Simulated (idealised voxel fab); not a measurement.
Title: Process Module voxel double patterning
In the cross-section labelled cut, the width is 240 nm and each square cell is 5 nm.
Just so we're on the same page, the cross-sections are grids of square cells, and they're listed out in bands top to bottom, each band one or more rows deep.
The entry gives the band's vertical extent as a top height and a bottom height in nm, then its horizontal make-up as materials from left to right, each with a width in nm. "empty" stands for empty space; a single material marked "all across" fills the band edge to edge.
Counting heights begins at 0, where everything beneath is, in the wafer as received, one material. The lowest band has no bottom; it goes on downwards, as "0 -> down" shows.
A width given as "30->40" starts at the first number in the band's top row and ends at the second number in its bottom row, shifting by an equal amount at every step from row to row.
No cell of the cross-section changed in a step that is given as "remained the same".
In "Closed void inventory" the enclosed voids are listed, meaning empty spaces of 8 cells or larger without any opening to the top. The form is width x height at distance, distance from the left edge, units nm.
Post-settings text on a step line: simulator's own remark regarding the step.
When a step includes a mask, the "overlay nm" setting on its line states how far to the right of its planned place that mask lay, and negative values state how far to the left.
THE PLANNED PROCESS STEPS ARE ENUMERATED HEREUNDER
1 op RECEIVE | material Si
2 op CONFORMAL_DEP | material SiO2 | thk nm 10
3 op DIRECTIONAL_DEP | material W | thk nm 15
4 op DIRECTIONAL_DEP | material SiCN | thk nm 5
5 op PATTERN | tone open | mask id FIRST | material resist | width nm 15 | pitch nm 50 | thk nm 15 | overlay nm 0
6 op DIRECTIONAL_ETCH | etch materials SiCN | depth nm 5
7 op STRIP | etch materials resist
8 op MASKED_ETCH | tone open | mask id SECOND | width nm 15 | pitch nm 50 | etch materials SiCN | depth nm 5 | overlay nm 0
9 op DIRECTIONAL_ETCH | etch materials W | depth nm 15
10 op STRIP | etch materials SiCN
varied across the wafers: width nm of step 8. The plan shows the first wafer's value. All wafers start alike
CROSS-SECTION, FIRST OF SEVERAL WAFERS, AS DELIVERED AFTER STEP 1
- 0 -> down = Si all across
- Closed void inventory: none
THE ROWS OF THE TABLE BELOW ARE WAFERS. LOOKING AT THE END OF THE MODULE, A ROW COUNTS, FOR EVERY MATERIAL, THE CELLS THE WAFER HAS GAINED, SHOWN AS (+), OR LOST, SHOWN AS (-), SINCE IT WAS RECEIVED; ITS CLOSED VOIDS COME NEXT
width nm 15, +96 SiO2, +99 W, Closed void inventory: none
width nm 20, +96 SiO2, +93 W, Closed void inventory: none
width nm 25, +96 SiO2, +87 W, Closed void inventory: none
width nm 30, +96 SiO2, +81 W, Closed void inventory: none
